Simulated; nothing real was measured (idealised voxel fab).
process module | voxel transistor to metal
cross-section cut | 270 nm wide | cells 5 nm
A cross-section is a grid of square cells, given in bands from the top down. A band is one or more rows of cells.
Each band's line starts with the height of the band's top and of its bottom, in nm. Then come its materials from left to right, each with its width in nm. One material with "throughout" fills the band from edge to edge. "air" is empty space.
Height 0 is the level under which the wafer as received is all one material. The lowest band goes on downwards, as in "0 down".
A width such as "30 to 40" changes by the same amount from each row of cells to the next, from the band's top row to its bottom row.
"no change" after a step means that no cell of the cross-section changed.
closed voids: empty space of 8 cells or more with no open way to the top, each as width x height at its distance from the left edge, in nm
after a step's settings: what the simulator itself notes on the step
overlay nm, on a step with a mask: how far to the right of its planned place the mask lay; to the left if negative
plan
1 op RECEIVE | material Si
2 op OXIDIZE | depth nm 5
3 op CONFORMAL_DEP | material SiN | thk nm 10
4 op MASKED_ETCH | tone cover | mask id ACTIVE | width nm 95 | pitch nm 115 | etch materials SiN | depth nm 10 | overlay nm 0
5 op MASKED_ETCH | tone cover | mask id ACTIVE | width nm 95 | pitch nm 115 | etch materials SiO2 | depth nm 5 | overlay nm 0
6 op MASKED_ETCH | tone cover | mask id ACTIVE | width nm 95 | pitch nm 115 | etch materials Si | depth nm 25 | overlay nm 0
7 op OXIDIZE | depth nm 5
8 op FILL_DEP | material SiO2 | thk nm 10
9 op CMP | height nm 10
10 op SELECTIVE_ETCH | etch materials SiO2 | depth nm 5
11 op STRIP | etch materials SiN
12 op SELECTIVE_ETCH | etch materials SiO2 | depth nm 5
13 op OXIDIZE | depth nm 5
14 op DIRECTIONAL_DEP | material polySi | thk nm 30
15 op DIRECTIONAL_DEP | material SiCN | thk nm 10
16 op MASKED_ETCH | tone cover | mask id GATE | width nm 15 | pitch nm 115 | etch materials SiCN | depth nm 20 | overlay nm 0
17 op MASKED_ETCH | tone cover | mask id GATE | width nm 15 | pitch nm 115 | etch materials polySi | depth nm 40 | overlay nm 0
18 op CONFORMAL_DEP | material SiO2 | thk nm 5
19 op DIRECTIONAL_ETCH | etch materials SiO2 | depth nm 5
20 op CONFORMAL_DEP | material SiN | thk nm 10
21 op DIRECTIONAL_ETCH | etch materials SiN | depth nm 10
22 op DIRECTIONAL_ETCH | etch materials SiO2 | depth nm 5
23 op DIRECTIONAL_ETCH | etch materials Si | depth nm 15
24 op EPI | material nSi | thk nm 15
25 op FILL_DEP | material SiO2 | thk nm 10
26 op CMP | height nm 35
27 op DIRECTIONAL_DEP | material SiO2 | thk nm 15
28 op DIRECTIONAL_DEP | material aC | thk nm 15
29 op PATTERN | tone open | mask id CONTACT | material resist | width nm 30 | thk nm 35 | overlay nm 0
30 op DIRECTIONAL_ETCH | etch materials aC | depth nm 15
31 op STRIP | etch materials resist
32 op DIRECTIONAL_ETCH | etch materials SiO2 | depth nm 45
33 op STRIP | etch materials aC
34 op CONFORMAL_DEP | material TiN | thk nm 5
35 op FILL_DEP | material W | thk nm 10
36 op CMP | height nm 50
37 op DIRECTIONAL_DEP | material TiN | thk nm 5
38 op DIRECTIONAL_DEP | material Ru | thk nm 15
39 op MASKED_ETCH | tone cover | mask id METAL_1 | width nm 15 | etch materials Ru | depth nm 15 | overlay nm 0
40 op MASKED_ETCH | tone cover | mask id METAL_1 | width nm 15 | etch materials TiN | depth nm 5 | overlay nm 0
41 op CONFORMAL_DEP | material SiCN | thk nm 5
42 op FILL_DEP | material SiO2 | thk nm 5
43 op CMP | height nm 70
44 op CONFORMAL_DEP | material SiCN | thk nm 5
as received, after step 1
  0 down: Si throughout
  closed voids: none
first wafer at the end, as planned
  75 to 70: SiCN throughout
  70 to 55: SiO2 30 | SiCN 5 | Ru 15 | SiCN 5 | SiO2 45 | SiCN 5 | Ru 15 | SiCN 5 | SiO2 20 | SiCN 5 | Ru 15 | SiCN 5 | SiO2 45 | SiCN 5 | Ru 15 | SiCN 5 | SiO2 30
  55 to 50: SiCN 35 | TiN 15 | SiCN 55 | TiN 15 | SiCN 30 | TiN 15 | SiCN 55 | TiN 15 | SiCN 35
  50 to 40: SiO2 35 | TiN 5 | W 20 | TiN 5 | SiO2 25 | TiN 5 | W 20 | TiN 5 | SiO2 30 | TiN 5 | W 20 | TiN 5 | SiO2 25 | TiN 5 | W 20 | TiN 5 | SiO2 35
  40 to 35: SiO2 35 | TiN 5 | W 10 | TiN 15 | SiO2 25 | TiN 15 | W 10 | TiN 5 | SiO2 30 | TiN 5 | W 10 | TiN 15 | SiO2 25 | TiN 15 | W 10 | TiN 5 | SiO2 35
  35 to 25: SiO2 35 | TiN 5 | W 10 | TiN 5 | SiN 10 | SiO2 5 | SiCN 15 | SiO2 5 | SiN 10 | TiN 5 | W 10 | TiN 5 | SiO2 30 | TiN 5 | W 10 | TiN 5 | SiN 10 | SiO2 5 | SiCN 15 | SiO2 5 | SiN 10 | TiN 5 | W 10 | TiN 5 | SiO2 35
  25 to 10: SiO2 35 | TiN 5 | W 10 | TiN 5 | SiN 10 | SiO2 5 | polySi 15 | SiO2 5 | SiN 10 | TiN 5 | W 10 | TiN 5 | SiO2 30 | TiN 5 | W 10 | TiN 5 | SiN 10 | SiO2 5 | polySi 15 | SiO2 5 | SiN 10 | TiN 5 | W 10 | TiN 5 | SiO2 35
  10 to 5: SiO2 35 | TiN 20 | SiN 10 | SiO2 5 | polySi 15 | SiO2 5 | SiN 10 | TiN 20 | SiO2 30 | TiN 20 | SiN 10 | SiO2 5 | polySi 15 | SiO2 5 | SiN 10 | TiN 20 | SiO2 35
  5 to 0: SiO2 35 | nSi 20 | SiN 10 | SiO2 5 | polySi 15 | SiO2 5 | SiN 10 | nSi 20 | SiO2 30 | nSi 20 | SiN 10 | SiO2 5 | polySi 15 | SiO2 5 | SiN 10 | nSi 20 | SiO2 35
  0 to -5: SiO2 30 | SiN 10 | nSi 15 | SiN 10 | SiO2 5 | polySi 15 | SiO2 5 | SiN 10 | nSi 15 | SiN 10 | SiO2 20 | SiN 10 | nSi 15 | SiN 10 | SiO2 5 | polySi 15 | SiO2 5 | SiN 10 | nSi 15 | SiN 10 | SiO2 30
  -5 to -10: SiO2 40 | nSi 15 | SiO2 45 | nSi 15 | SiO2 40 | nSi 15 | SiO2 45 | nSi 15 | SiO2 40
  -10 to -25: SiO2 35 | Si 5 | nSi 15 | Si 45 | nSi 15 | Si 5 | SiO2 30 | Si 5 | nSi 15 | Si 45 | nSi 15 | Si 5 | SiO2 35
  -25 to -35: SiO2 35 | Si 85 | SiO2 30 | Si 85 | SiO2 35
  -35 down: Si throughout
  closed voids: none
second wafer at the end: like start, like plan, one mistake
  75 to 70: SiCN throughout
  70 to 55: SiO2 30 | SiCN 5 | Ru 15 | SiCN 5 | SiO2 45 | SiCN 5 | Ru 15 | SiCN 5 | SiO2 20 | SiCN 5 | Ru 15 | SiCN 5 | SiO2 45 | SiCN 5 | Ru 15 | SiCN 5 | SiO2 30
  55 to 50: SiCN 35 | TiN 15 | SiCN 55 | TiN 15 | SiCN 30 | TiN 15 | SiCN 55 | TiN 15 | SiCN 35
  50 to 40: W 30 | TiN 5 | SiO2 30 | TiN 5 | W 15 | TiN 5 | SiO2 30 | TiN 5 | W 20 | TiN 5 | SiO2 30 | TiN 5 | W 15 | TiN 5 | SiO2 30 | TiN 5 | W 30
  40 to 35: W 30 | TiN 5 | SiO2 30 | TiN 25 | SiO2 30 | TiN 5 | W 20 | TiN 5 | SiO2 30 | TiN 25 | SiO2 30 | TiN 5 | W 30
  35 to 25: W 30 | TiN 5 | SiO2 20 | SiN 10 | TiN 5 | SiCN 15 | TiN 5 | SiN 10 | SiO2 20 | TiN 5 | W 20 | TiN 5 | SiO2 20 | SiN 10 | TiN 5 | SiCN 15 | TiN 5 | SiN 10 | SiO2 20 | TiN 5 | W 30
  25 to 10: W 30 | TiN 5 | SiO2 20 | SiN 10 | TiN 5 | polySi 15 | TiN 5 | SiN 10 | SiO2 20 | TiN 5 | W 20 | TiN 5 | SiO2 20 | SiN 10 | TiN 5 | polySi 15 | TiN 5 | SiN 10 | SiO2 20 | TiN 5 | W 30
  10 to 5: TiN 35 | SiO2 20 | SiN 10 | TiN 5 | polySi 15 | TiN 5 | SiN 10 | SiO2 20 | TiN 30 | SiO2 20 | SiN 10 | TiN 5 | polySi 15 | TiN 5 | SiN 10 | SiO2 20 | TiN 35
  5 to 0: SiO2 35 | nSi 20 | SiN 10 | SiO2 5 | polySi 15 | SiO2 5 | SiN 10 | nSi 20 | SiO2 30 | nSi 20 | SiN 10 | SiO2 5 | polySi 15 | SiO2 5 | SiN 10 | nSi 20 | SiO2 35
  0 to -5: SiO2 30 | SiN 10 | nSi 15 | SiN 10 | SiO2 5 | polySi 15 | SiO2 5 | SiN 10 | nSi 15 | SiN 10 | SiO2 20 | SiN 10 | nSi 15 | SiN 10 | SiO2 5 | polySi 15 | SiO2 5 | SiN 10 | nSi 15 | SiN 10 | SiO2 30
  -5 to -10: SiO2 40 | nSi 15 | SiO2 45 | nSi 15 | SiO2 40 | nSi 15 | SiO2 45 | nSi 15 | SiO2 40
  -10 to -25: SiO2 35 | Si 5 | nSi 15 | Si 45 | nSi 15 | Si 5 | SiO2 30 | Si 5 | nSi 15 | Si 45 | nSi 15 | Si 5 | SiO2 35
  -25 to -35: SiO2 35 | Si 85 | SiO2 30 | Si 85 | SiO2 35
  -35 down: Si throughout
  closed voids: none
what went wrong: step 29 ran as: op PATTERN | tone cover | mask id CONTACT | material resist | width nm 30 | thk nm 35 | overlay nm 0
at the end the second wafer has, in cells: 66 fewer of SiO2 | 6 more of TiN | 60 more of W
